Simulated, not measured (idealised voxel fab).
Process module, titled voxel capacitor over wiring
265 nm wide, 5 nm square cells: that's cross-section cut.
The cross-sections in this document take the form of a grid made of square cells. They are written out as bands, in order from top to bottom. Each band consists of one or more rows of cells.
Basically the band line says how high the top is and how high the bottom is, in nm, and then what's in it from left to right, every material with its width in nm. Empty space shows up as "empty", and if a single material carries "all across" it runs the full band edge to edge.
Height is counted from the level 0, under which the received wafer is composed throughout of one material. The lowest of the bands is not closed at the bottom but continues downward, in the notation "top 0, no bottom".
Read "30->40" as a graded width: first number on top, second number at the bottom, same change between each pair of neighbouring rows.
Key: "nothing changed" - step with no changed cell in the cross-section.
In "Cavities, closed" the enclosed voids are listed, meaning empty spaces of 8 cells or larger without any opening to the top. The form is width x height at distance, distance from the left edge, units nm.
On a step's line, text after the settings is the simulator commenting on that step.
When a step includes a mask, the "overlay nm" setting on its line states how far to the right of its planned place that mask lay, and negative values state how far to the left.
[These are the steps we planned for the process]
1,op RECEIVE | material Si
2,op CONFORMAL_DEP | material SiO2 | thk nm 15
3,op CONFORMAL_DEP | material SiCN | thk nm 5
4,op DIRECTIONAL_DEP | material lowk | thk nm 20
5,op DIRECTIONAL_DEP | material aC | thk nm 10
6,op PATTERN | tone open | mask id METAL_1 | material resist | width nm 30 | pitch nm 80 | thk nm 25 | overlay nm 0
7,op DIRECTIONAL_ETCH | etch materials aC | depth nm 10
8,op STRIP | etch materials resist
9,op DIRECTIONAL_ETCH | etch materials lowk | depth nm 20
10,op DIRECTIONAL_ETCH | etch materials SiCN | depth nm 5
11,op STRIP | etch materials aC
12,op CONFORMAL_DEP | material TiN | thk nm 5
13,op FILL_DEP | material Ru | thk nm 10
14,op CMP | height nm 40
15,op EPI | material Ru | thk nm 5
16,op FILL_DEP | material SiCN | thk nm 5
17,op DIRECTIONAL_DEP | material SiO2 | thk nm 20
18,op DIRECTIONAL_DEP | material aC | thk nm 10
19,op PATTERN | tone open | mask id PLUG_1 | material resist | width nm 15 | thk nm 25 | overlay nm 0
20,op DIRECTIONAL_ETCH | etch materials aC | depth nm 10
21,op STRIP | etch materials resist
22,op DIRECTIONAL_ETCH | etch materials SiO2 | depth nm 20
23,op DIRECTIONAL_ETCH | etch materials SiCN | depth nm 5
24,op STRIP | etch materials aC
25,op CONFORMAL_DEP | material TiN | thk nm 5
26,op FILL_DEP | material Cu | thk nm 5
27,op CMP | height nm 70
28,op DIRECTIONAL_DEP | material TiN | thk nm 5
29,op DIRECTIONAL_DEP | material SiN | thk nm 5
30,op DIRECTIONAL_DEP | material TiN | thk nm 5
31,op DIRECTIONAL_DEP | material aC | thk nm 15
32,op PATTERN | tone cover | mask id UPPER_PLATE | material resist | width nm 55 | thk nm 30 | overlay nm 0
33,op DIRECTIONAL_ETCH | etch materials aC | depth nm 15
34,op STRIP | etch materials resist
35,op DIRECTIONAL_ETCH | etch materials TiN | depth nm 5
36,op DIRECTIONAL_ETCH | etch materials SiN | depth nm 5
37,op STRIP | etch materials aC
38,op MASKED_ETCH | tone cover | mask id LOWER_PLATE | width nm 65 | etch materials TiN | depth nm 5 | overlay nm 0
39,op FILL_DEP | material SiO2 | thk nm 15
40,op CMP | height nm 95
41,op MASKED_ETCH | tone open | mask id PLUG_2 | width nm 15 | etch materials SiO2 | depth nm 10 | overlay nm 0
42,op CONFORMAL_DEP | material TiN | thk nm 5
43,op FILL_DEP | material Cu | thk nm 5
44,op CMP | height nm 95
45,op CONFORMAL_DEP | material SiCN | thk nm 5
[Cross-section of the incoming wafer, state after step 1]
	top 0, no bottom | Si all across
	Cavities, closed: none
[End-of-module cross-section. Starting structure and process plan as above; one mistake made in running it]
	top 100, bottom 95 | SiCN all across
	top 95, bottom 90 | SiO2 100 nm, then TiN 5 nm, then Cu 5 nm, then TiN 5 nm, then SiO2 150 nm
	top 90, bottom 80 | SiO2 100->90 nm, then TiN 15->55 nm, then SiO2 150->120 nm
	top 80, bottom 75 | SiO2 90 nm, then SiN 55 nm, then SiO2 120 nm
	top 75, bottom 70 | SiO2 85 nm, then TiN 65 nm, then SiO2 115 nm
	top 70, bottom 50 | SiO2 90 nm, then TiN 5 nm, then SiO2 5 nm, then TiN 5 nm, then SiO2 160 nm
	top 50, bottom 45 | SiCN 90 nm, then TiN 15 nm, then SiCN 160 nm
	top 45, bottom 40 | SiCN 70 nm, then Ru 40 nm, then SiCN 40 nm, then Ru 40 nm, then SiCN 75 nm
	top 40, bottom 20 | lowk 75 nm, then TiN 5 nm, then Ru 20 nm, then TiN 5 nm, then lowk 50 nm, then TiN 5 nm, then Ru 20 nm, then TiN 5 nm, then lowk 80 nm
	top 20, bottom 15 | SiCN 75 nm, then TiN 30 nm, then SiCN 50 nm, then TiN 30 nm, then SiCN 80 nm
	top 15, bottom 0 | SiO2 all across
	top 0, no bottom | Si all across
	Cavities, closed: none
Against the plan, the run slipped here: step 26: run off-plan, actual operation and settings op FILL_DEP | material SiO2 | thk nm 5
